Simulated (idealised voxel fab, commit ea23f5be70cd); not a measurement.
The document below concerns the process module designated voxel trench capacitor.
cross-section cut | 225 nm wide | cells 5 nm
Format of a cross-section: grid, square cells. Given as bands. Order: top down. Band: one or more rows of cells. The entry gives the band's vertical extent as a top height and a bottom height in nm, then its horizontal make-up as materials from left to right, each with a width in nm. "blank" stands for empty space; a single material marked "everywhere" fills the band edge to edge. Counting heights begins at 0, where everything beneath is, in the wafer as received, one material. The lowest band has no bottom; it goes on downwards, as "0..down" shows. You'd read "30 to 40" like this: the band's top row of cells is as wide as the first number, its bottom row is as wide as the second, and going down, every row changes width by the same amount as the row before did. Where the words "left unchanged" appear for a step, the cross-section shows no cell changed by that step; every cell remained as before. Reported under the label "Sealed internal cavities" are the empty spaces having no open way to the top and comprising 8 cells or more; the notation for each is width x height at distance, in which the distance is measured from the left edge and all three values are in nm. On a step's line, text after the settings is the simulator commenting on that step. overlay nm: step with mask; distance mask lay right of planned place; negative value = left of planned place.
-- The planned process steps are enumerated hereunder
1 RECEIVE: material Si
2 CONFORMAL_DEP: material SiN, thk nm 5
3 PATTERN: tone open, mask id TRENCH, material resist, width nm 25, pitch nm 50, thk nm 20, overlay nm 0
4 DIRECTIONAL_ETCH: etch materials SiN, depth nm 5
5 DIRECTIONAL_ETCH: etch materials Si, depth nm 35
6 STRIP: etch materials resist
7 CONFORMAL_DEP: material Al2O3, thk nm 5
8 FILL_DEP: material polySi, thk nm 5
9 CMP: height nm 5
-- Incoming wafer in cross-section (state: after step 1)
> 0..down | Si everywhere
> Sealed internal cavities: none
-- First of two wafers at the end of the module, shown in cross-section; run carried out as planned
> 5..0 | 50 of SiN, 5 of Al2O3, 15 of polySi, 5 of Al2O3, 25 of SiN, 5 of Al2O3, 15 of polySi, 5 of Al2O3, 25 of SiN, 5 of Al2O3, 15 of polySi, 5 of Al2O3, 50 of SiN
> 0..-30 | 50 of Si, 5 of Al2O3, 15 of polySi, 5 of Al2O3, 25 of Si, 5 of Al2O3, 15 of polySi, 5 of Al2O3, 25 of Si, 5 of Al2O3, 15 of polySi, 5 of Al2O3, 50 of Si
> -30..-35 | 50 of Si, 25 of Al2O3, 25 of Si, 25 of Al2O3, 25 of Si, 25 of Al2O3, 50 of Si
> -35..down | Si everywhere
> Sealed internal cavities: none
-- Here is the second of the two wafers cut open at the end of the module - same start, same plan as the first one, but we made one mistake running it
> 5..0 | 55 of SiN, 5 of Al2O3, 10 of polySi, 5 of Al2O3, 30 of SiN, 5 of Al2O3, 10 of polySi, 5 of Al2O3, 30 of SiN, 5 of Al2O3, 10 of polySi, 5 of Al2O3, 50 of SiN
> 0..-30 | 55 of Si, 5 of Al2O3, 10 of polySi, 5 of Al2O3, 30 of Si, 5 of Al2O3, 10 of polySi, 5 of Al2O3, 30 of Si, 5 of Al2O3, 10 of polySi, 5 of Al2O3, 50 of Si
> -30..-35 | 55 of Si, 20 of Al2O3, 30 of Si, 20 of Al2O3, 30 of Si, 20 of Al2O3, 50 of Si
> -35..down | Si everywhere
> Sealed internal cavities: none
what went wrong: it should be noted that step 3 was executed with settings other than those planned, the operation and settings actually applied being PATTERN: tone open, mask id TRENCH, material resist, width nm 20, pitch nm 50, thk nm 20, overlay nm 0
Final cells, second wafer relative to first, materials higher or lower: -3 Al2O3; +21 Si; +3 SiN; -21 polySi
